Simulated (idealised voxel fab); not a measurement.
Proc. module: voxel ribs on slabs
In the cross-section labelled cut, the width is 225 nm and each square cell is 5 nm.
For the purposes of this document, a cross-section shall be understood as a grid of square cells, specified as bands listed in top-to-bottom order, each band consisting of one or more rows of cells.
Basically the band line says how high the top is and how high the bottom is, in nm, and then what's in it from left to right, every material with its width in nm. Empty space shows up as "air", and if a single material carries "everywhere" it runs the full band edge to edge.
A quick word on heights: they are counted from 0, and under that level the wafer as it came to us is one material throughout. The lowest band is different from the rest in having no bottom; it simply continues downward, written as in "z 0 and below".
Width "30->40": first value at the band's top row of cells, second value at its bottom row, equal change from row to row.
What does "no modifications" mean for a step? It means no cell of the cross-section changed in that step.
Reported under the label "Closed void inventory" are the empty spaces having no open way to the top and comprising 8 cells or more; the notation for each is width x height at distance, in which the distance is measured from the left edge and all three values are in nm.
Read whatever lies past the settings on a step's line as the simulator's own remark about the step.
overlay nm: where the mask lay relative to plan, measured to the right, on steps with a mask; negatives go left.

THE STEPS PLANNED FOR THE PROCESS ARE AS FOLLOWS
1. RECEIVE, material Si
2. DIRECTIONAL_DEP, material SiO2, thk nm 20
3. DIRECTIONAL_DEP, material SiN, thk nm 25
4. PATTERN, tone cover, mask id RIB, material resist, width nm 15, thk nm 15, overlay nm 0
5. DIRECTIONAL_ETCH, etch materials SiN, depth nm 15
6. STRIP, etch materials resist
7. MASKED_ETCH, tone cover, mask id SLAB, width nm 65, etch materials SiN, depth nm 10, overlay nm 0
8. FILL_DEP, material SiO2, thk nm 25
9. CMP, height nm 65
10. DIRECTIONAL_DEP, material TiN, thk nm 10
11. MASKED_ETCH, tone cover, mask id HEATER, width nm 25, etch materials TiN, depth nm 10, overlay nm 0
12. CONFORMAL_DEP, material SiN, thk nm 10

AS RECEIVED, AFTER STEP 1
> z 0 and below | Si everywhere
> Closed void inventory: none

RESULT OF THE MODULE, CROSS-SECTIONED: START PER ABOVE, PLAN PER ABOVE, ONE ERROR IN HOW IT WAS RUN
> z 75 to 65 | 100 nm air | 25 nm TiN | 100 nm air
> z 65 to 45 | SiO2 everywhere
> z 45 to 30 | 105 nm SiO2 | 15 nm SiN | 105 nm SiO2
> z 30 to 20 | 80 nm SiO2 | 65 nm SiN | 80 nm SiO2
> z 20 to 0 | SiO2 everywhere
> z 0 and below | Si everywhere
> Closed void inventory: none
Finding, execution versus plan: step 12 in the plan did not get run; it was skipped
